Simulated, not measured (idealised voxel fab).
Proc. module: voxel ribs on slabs
Pictured: cross-section cut, 285 nm wide, on a grid of 5 nm square cells.
Throughout this document, each cross-section is represented as a grid of square cells and is presented as a sequence of bands enumerated from the top downward, where a band comprises one or more rows of cells.
Within each band entry, the heights of the top and of the bottom of the band appear first, in that order and in nm; the materials of the band then follow from left to right, each with its corresponding width in nm. The designation "all across" on a single material indicates that it fills the band from edge to edge; the designation "air" indicates empty space.
Counting heights begins at 0, where everything beneath is, in the wafer as received, one material. The lowest band has no bottom; it goes on downwards, as "0..down" shows.
When a width is written as two numbers, as in "30->40", the first number is the width in the top row of cells of the band and the second is the width in its bottom row, and the width changes by the same amount from each row to the next.
When a step is marked "nothing got changed", none of the cells in the cross-section changed during that step.
"Completely enclosed voids": empty spaces of 8 cells or more with no open way to the top, each given as width x height at distance, distance from the left edge, all in nm.
Read whatever lies past the settings on a step's line as the simulator's own remark about the step.
A step line may carry the setting "overlay nm", which, for steps involving a mask, states the distance by which the mask lay to the right of its intended position; negative values denote displacement to the left.

# plan
1: RECEIVE,material Si
2: DIRECTIONAL_DEP,material SiO2,thk nm 20
3: DIRECTIONAL_DEP,material polySi,thk nm 25
4: PATTERN,tone cover,mask id RIB,material resist,width nm 30,thk nm 15,overlay nm 0
5: DIRECTIONAL_ETCH,etch materials polySi,depth nm 10
6: STRIP,etch materials resist
7: DIRECTIONAL_DEP,material aC,thk nm 10
8: PATTERN,tone cover,mask id SLAB,material resist,width nm 90,thk nm 30,overlay nm 0
9: DIRECTIONAL_ETCH,etch materials aC,depth nm 10
10: STRIP,etch materials resist
11: DIRECTIONAL_ETCH,etch materials polySi,depth nm 15
12: STRIP,etch materials aC
13: FILL_DEP,material SiO2,thk nm 20
14: CMP,height nm 60
15: DIRECTIONAL_DEP,material W,thk nm 5
16: MASKED_ETCH,tone cover,mask id HEATER,width nm 40,etch materials W,depth nm 5,overlay nm 0
17: CONFORMAL_DEP,material SiO2,thk nm 10

# Account of the first of two wafers, which was processed as intended

# as received, after step 1
> 0..down: Si all across
> Completely enclosed voids: none

# Cross-section through the wafer, step 2 finished
> 20..0: SiO2 all across
> For the remainder of the cross-section, below 0, there is no change.

# Cross-section through the wafer, step 3 finished
> 45..20: polySi all across
> For the remainder of the cross-section, below 20, there is no change.

# Cross-section through the wafer, step 4 finished
> 60..45: 125 air, 30 resist, 130 air
> For the remainder of the cross-section, below 45, there is no change.

# Cross-section through the wafer, step 5 finished
> 60..45: 125 air, 30 resist, 130 air
> 45..35: 125 air, 30 polySi, 130 air
> For the remainder of the cross-section, below 35, there is no change.

# Cross-section through the wafer, step 6 finished
> 45..35: 125 air, 30 polySi, 130 air
> For the remainder of the cross-section, below 35, there is no change.

# Cross-section through the wafer, step 7 finished
> 55..45: 125 air, 30 aC, 130 air
> 45..35: 125 aC, 30 polySi, 130 aC
> For the remainder of the cross-section, below 35, there is no change.

# Cross-section through the wafer, step 8 finished
> 85..55: 95 air, 90 resist, 100 air
> 55..45: 95 air, 30 resist, 30 aC, 30 resist, 100 air
> For the remainder of the cross-section, below 45, there is no change.

# Cross-section through the wafer, step 9 finished
> 75..55: 95 air, 90 resist, 100 air
> 55..45: 95 air, 30 resist, 30 aC, 30 resist, 100 air
> 45..35: 95 air, 30 aC, 30 polySi, 30 aC, 100 air
> For the remainder of the cross-section, below 35, there is no change.

# Cross-section through the wafer, step 10 finished
> 55..45: 125 air, 30 aC, 130 air
> For the remainder of the cross-section, below 45, there is no change.

# Cross-section through the wafer, step 11 finished
> 55..45: 125 air, 30 aC, 130 air
> 45..35: 95 air, 30 aC, 30 polySi, 30 aC, 100 air
> 35..20: 95 air, 90 polySi, 100 air
> For the remainder of the cross-section, below 20, there is no change.

# Cross-section through the wafer, step 12 finished
> 45..35: 125 air, 30 polySi, 130 air
> For the remainder of the cross-section, below 35, there is no change.

# Cross-section through the wafer, step 13 finished
> 65..45: SiO2 all across
> 45..35: 125 SiO2, 30 polySi, 130 SiO2
> 35..20: 95 SiO2, 90 polySi, 100 SiO2
> For the remainder of the cross-section, below 20, there is no change.

# Cross-section through the wafer, step 14 finished
> 60..45: SiO2 all across
> For the remainder of the cross-section, below 45, there is no change.

# Cross-section through the wafer, step 15 finished
> 65..60: W all across
> For the remainder of the cross-section, below 60, there is no change.

# Cross-section through the wafer, step 16 finished
> 65..60: 120 air, 40 W, 125 air
> For the remainder of the cross-section, below 60, there is no change.

# Cross-section through the wafer, step 17 finished
> 75..70: 110 air, 60 SiO2, 115 air
> 70..65: SiO2 all across
> 65..60: 120 SiO2, 40 W, 125 SiO2
> For the remainder of the cross-section, below 60, there is no change.

# Second wafer. Start and plan as for the first. One mistake made in running. Agrees with the first up to and including step 1

# The second wafer cut through, at the time step 2 was supposed to be finished
> 40..0: SiO2 all across
> For the remainder of the cross-section, below 0, there is no change.

# The second wafer cut through, at the time step 3 was supposed to be finished
> 65..40: polySi all across
> For the remainder of the cross-section, below 40, there is no change.

# The second wafer cut through, at the time step 4 was supposed to be finished
> 80..65: 125 air, 30 resist, 130 air
> For the remainder of the cross-section, below 65, there is no change.

# The second wafer cut through, at the time step 5 was supposed to be finished
> 80..65: 125 air, 30 resist, 130 air
> 65..55: 125 air, 30 polySi, 130 air
> For the remainder of the cross-section, below 55, there is no change.

# The second wafer cut through, at the time step 6 was supposed to be finished
> 65..55: 125 air, 30 polySi, 130 air
> For the remainder of the cross-section, below 55, there is no change.

# The second wafer cut through, at the time step 7 was supposed to be finished
> 75..65: 125 air, 30 aC, 130 air
> 65..55: 125 aC, 30 polySi, 130 aC
> For the remainder of the cross-section, below 55, there is no change.

# The second wafer cut through, at the time step 8 was supposed to be finished
> 105..75: 95 air, 90 resist, 100 air
> 75..65: 95 air, 30 resist, 30 aC, 30 resist, 100 air
> For the remainder of the cross-section, below 65, there is no change.

# The second wafer cut through, at the time step 9 was supposed to be finished
> 95..75: 95 air, 90 resist, 100 air
> 75..65: 95 air, 30 resist, 30 aC, 30 resist, 100 air
> 65..55: 95 air, 30 aC, 30 polySi, 30 aC, 100 air
> For the remainder of the cross-section, below 55, there is no change.

# The second wafer cut through, at the time step 10 was supposed to be finished
> 75..65: 125 air, 30 aC, 130 air
> For the remainder of the cross-section, below 65, there is no change.

# The second wafer cut through, at the time step 11 was supposed to be finished
> 75..65: 125 air, 30 aC, 130 air
> 65..55: 95 air, 30 aC, 30 polySi, 30 aC, 100 air
> 55..40: 95 air, 90 polySi, 100 air
> For the remainder of the cross-section, below 40, there is no change.

# The second wafer cut through, at the time step 12 was supposed to be finished
> 65..55: 125 air, 30 polySi, 130 air
> For the remainder of the cross-section, below 55, there is no change.

# The second wafer cut through, at the time step 13 was supposed to be finished
> 85..65: SiO2 all across
> 65..55: 125 SiO2, 30 polySi, 130 SiO2
> 55..40: 95 SiO2, 90 polySi, 100 SiO2
> For the remainder of the cross-section, below 40, there is no change.

# The second wafer cut through, at the time step 14 was supposed to be finished
> 60..55: 125 SiO2, 30 polySi, 130 SiO2
> For the remainder of the cross-section, below 55, there is no change.

# The second wafer cut through, at the time step 15 was supposed to be finished
> 65..60: W all across
> For the remainder of the cross-section, below 60, there is no change.

# The second wafer cut through, at the time step 16 was supposed to be finished
> 65..60: 120 air, 40 W, 125 air
> For the remainder of the cross-section, below 60, there is no change.

# The second wafer cut through, at the time step 17 was supposed to be finished
> 75..70: 110 air, 60 SiO2, 115 air
> 70..65: SiO2 all across
> 65..60: 120 SiO2, 40 W, 125 SiO2
> For the remainder of the cross-section, below 60, there is no change.
Deviation noted in wafer processing: plan step 2 ran twice
End of process, cell counts, second wafer against first, materials with more or fewer: +6 SiO2; -6 polySi
